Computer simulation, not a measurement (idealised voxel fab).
A process module follows: voxel ribs on slabs.
Cross-sectional view cut (width: 295 nm; square cell size: 5 nm).
Bands, listed from the top down, are how a cross-section gets written in this document; the cross-section itself is a grid of square cells, and a band is one or more rows of them. What a band's entry tells you: where the top is and where the bottom is, as heights in nm, and after that what lies inside, material by material from left to right, each with its width in nm. Empty space is written as the word "air", and a single material marked with the word "everywhere" occupies the band from edge to edge. Height is counted from the level 0, under which the received wafer is composed throughout of one material. The lowest of the bands is not closed at the bottom but continues downward, in the notation "0..down". Note: "30..40" means the width goes from the first number (top row of the band) to the second number (bottom row) in equal steps per row of cells. The cross-section has no changed cell in any step marked "no change". In the "closed voids" entry, you get each enclosed empty space of 8 cells or more, one with no open way to the top, written width x height at distance, distance from the left edge, in nm. Text after the settings on a step's line: the simulator's own remark on that step. overlay nm: mask right of planned place by this much (step with mask). Neg. = left.
# Planned step list for the process
1) RECEIVE [material Si]
2) DIRECTIONAL_DEP [material SiO2] [thk nm 20]
3) DIRECTIONAL_DEP [material SiN] [thk nm 15]
4) MASKED_ETCH [tone cover] [mask id RIB] [width nm 20] [etch materials SiN] [depth nm 5] [overlay nm 0]
5) DIRECTIONAL_DEP [material aC] [thk nm 15]
6) PATTERN [tone cover] [mask id SLAB] [material resist] [width nm 50] [thk nm 30] [overlay nm 0]
7) DIRECTIONAL_ETCH [etch materials aC] [depth nm 15]
8) STRIP [etch materials resist]
9) DIRECTIONAL_ETCH [etch materials SiN] [depth nm 10]
10) STRIP [etch materials aC]
11) FILL_DEP [material SiO2] [thk nm 20]
12) CMP [height nm 45]
13) DIRECTIONAL_DEP [material TiN] [thk nm 5]
14) PATTERN [tone cover] [mask id HEATER] [material resist] [width nm 30] [thk nm 15] [overlay nm 0]
15) DIRECTIONAL_ETCH [etch materials TiN] [depth nm 5]
16) STRIP [etch materials resist]
17) CONFORMAL_DEP [material SiO2] [thk nm 10]
# Of two wafers, the first: run according to plan
# Cross-sectional view of the wafer in its as-received condition, corresponding to the state after step 1
    0..down = Si everywhere
    closed voids: none
# Cross-section of the wafer after step 2
    20..0 = SiO2 everywhere
    Below a height of 0, the structure has not been altered.
# Cross-section of the wafer after step 3
    35..20 = SiN everywhere
    Below a height of 20, the structure has not been altered.
# Cross-section of the wafer after step 4
    35..30 = 135 of air, 20 of SiN, 140 of air
    Below a height of 30, the structure has not been altered.
# Cross-section of the wafer after step 5
    50..45 = 135 of air, 20 of aC, 140 of air
    45..35 = aC everywhere
    35..30 = 135 of aC, 20 of SiN, 140 of aC
    Below a height of 30, the structure has not been altered.
# Cross-section of the wafer after step 6
    80..50 = 120 of air, 50 of resist, 125 of air
    50..45 = 120 of air, 15 of resist, 20 of aC, 15 of resist, 125 of air
    Below a height of 45, the structure has not been altered.
# Cross-section of the wafer after step 7
    65..50 = 120 of air, 50 of resist, 125 of air
    50..45 = 120 of air, 15 of resist, 20 of aC, 15 of resist, 125 of air
    45..35 = 120 of air, 50 of aC, 125 of air
    35..30 = 120 of air, 15 of aC, 20 of SiN, 15 of aC, 125 of air
    Below a height of 30, the structure has not been altered.
# Cross-section of the wafer after step 8
    50..45 = 135 of air, 20 of aC, 140 of air
    Below a height of 45, the structure has not been altered.
# Cross-section of the wafer after step 9
    50..45 = 135 of air, 20 of aC, 140 of air
    45..35 = 120 of air, 50 of aC, 125 of air
    35..30 = 120 of air, 15 of aC, 20 of SiN, 15 of aC, 125 of air
    30..20 = 120 of air, 50 of SiN, 125 of air
    Below a height of 20, the structure has not been altered.
# Cross-section of the wafer after step 10
    35..30 = 135 of air, 20 of SiN, 140 of air
    Below a height of 30, the structure has not been altered.
# Cross-section of the wafer after step 11
    55..35 = SiO2 everywhere
    35..30 = 135 of SiO2, 20 of SiN, 140 of SiO2
    30..20 = 120 of SiO2, 50 of SiN, 125 of SiO2
    Below a height of 20, the structure has not been altered.
# Cross-section of the wafer after step 12
    45..35 = SiO2 everywhere
    Below a height of 35, the structure has not been altered.
# Cross-section of the wafer after step 13
    50..45 = TiN everywhere
    Below a height of 45, the structure has not been altered.
# Cross-section of the wafer after step 14
    65..50 = 130 of air, 30 of resist, 135 of air
    Below a height of 50, the structure has not been altered.
# Cross-section of the wafer after step 15
    65..50 = 130 of air, 30 of resist, 135 of air
    50..45 = 130 of air, 30 of TiN, 135 of air
    Below a height of 45, the structure has not been altered.
# Cross-section of the wafer after step 16
    50..45 = 130 of air, 30 of TiN, 135 of air
    Below a height of 45, the structure has not been altered.
# Cross-section of the wafer after step 17
    60..55 = 120 of air, 50 of SiO2, 125 of air
    55..50 = SiO2 everywhere
    50..45 = 130 of SiO2, 30 of TiN, 135 of SiO2
    Below a height of 45, the structure has not been altered.
# Second wafer. Start and plan as for the first. One mistake made in running. Agrees with the first up to and including step 3
# Second wafer, cross-section, planned end of step 4
    35..20 = 135 of air, 20 of SiN, 140 of air
    Below a height of 20, the structure has not been altered.
# Second wafer, cross-section, planned end of step 5
    50..35 = 135 of air, 20 of aC, 140 of air
    35..20 = 135 of aC, 20 of SiN, 140 of aC
    Below a height of 20, the structure has not been altered.
# Second wafer, cross-section, planned end of step 6
    80..50 = 120 of air, 50 of resist, 125 of air
    50..35 = 120 of air, 15 of resist, 20 of aC, 15 of resist, 125 of air
    Below a height of 35, the structure has not been altered.
# Second wafer, cross-section, planned end of step 7
    65..50 = 120 of air, 50 of resist, 125 of air
    50..35 = 120 of air, 15 of resist, 20 of aC, 15 of resist, 125 of air
    35..20 = 120 of air, 15 of aC, 20 of SiN, 15 of aC, 125 of air
    Below a height of 20, the structure has not been altered.
# Second wafer, cross-section, planned end of step 8
    50..35 = 135 of air, 20 of aC, 140 of air
    Below a height of 35, the structure has not been altered.
Second wafer, cross-section, planned end of step 9: no change
# Second wafer, cross-section, planned end of step 10
    35..20 = 135 of air, 20 of SiN, 140 of air
    Below a height of 20, the structure has not been altered.
# Second wafer, cross-section, planned end of step 11
    55..35 = SiO2 everywhere
    35..20 = 135 of SiO2, 20 of SiN, 140 of SiO2
    Below a height of 20, the structure has not been altered.
# Second wafer, cross-section, planned end of step 12
    45..35 = SiO2 everywhere
    Below a height of 35, the structure has not been altered.
# Second wafer, cross-section, planned end of step 13
    50..45 = TiN everywhere
    Below a height of 45, the structure has not been altered.
# Second wafer, cross-section, planned end of step 14
    65..50 = 130 of air, 30 of resist, 135 of air
    Below a height of 50, the structure has not been altered.
# Second wafer, cross-section, planned end of step 15
    65..50 = 130 of air, 30 of resist, 135 of air
    50..45 = 130 of air, 30 of TiN, 135 of air
    Below a height of 45, the structure has not been altered.
# Second wafer, cross-section, planned end of step 16
    50..45 = 130 of air, 30 of TiN, 135 of air
    Below a height of 45, the structure has not been altered.
# Second wafer, cross-section, planned end of step 17
    60..55 = 120 of air, 50 of SiO2, 125 of air
    55..50 = SiO2 everywhere
    50..45 = 130 of SiO2, 30 of TiN, 135 of SiO2
    Below a height of 45, the structure has not been altered.
Which mistake was made when the wafer was run? off-plan run, step 4, actual operation and settings MASKED_ETCH [tone cover] [mask id RIB] [width nm 20] [etch materials SiN] [depth nm 15] [overlay nm 0]
at the end the second wafer has, in cells: SiN: 12 fewer; SiO2: 12 more
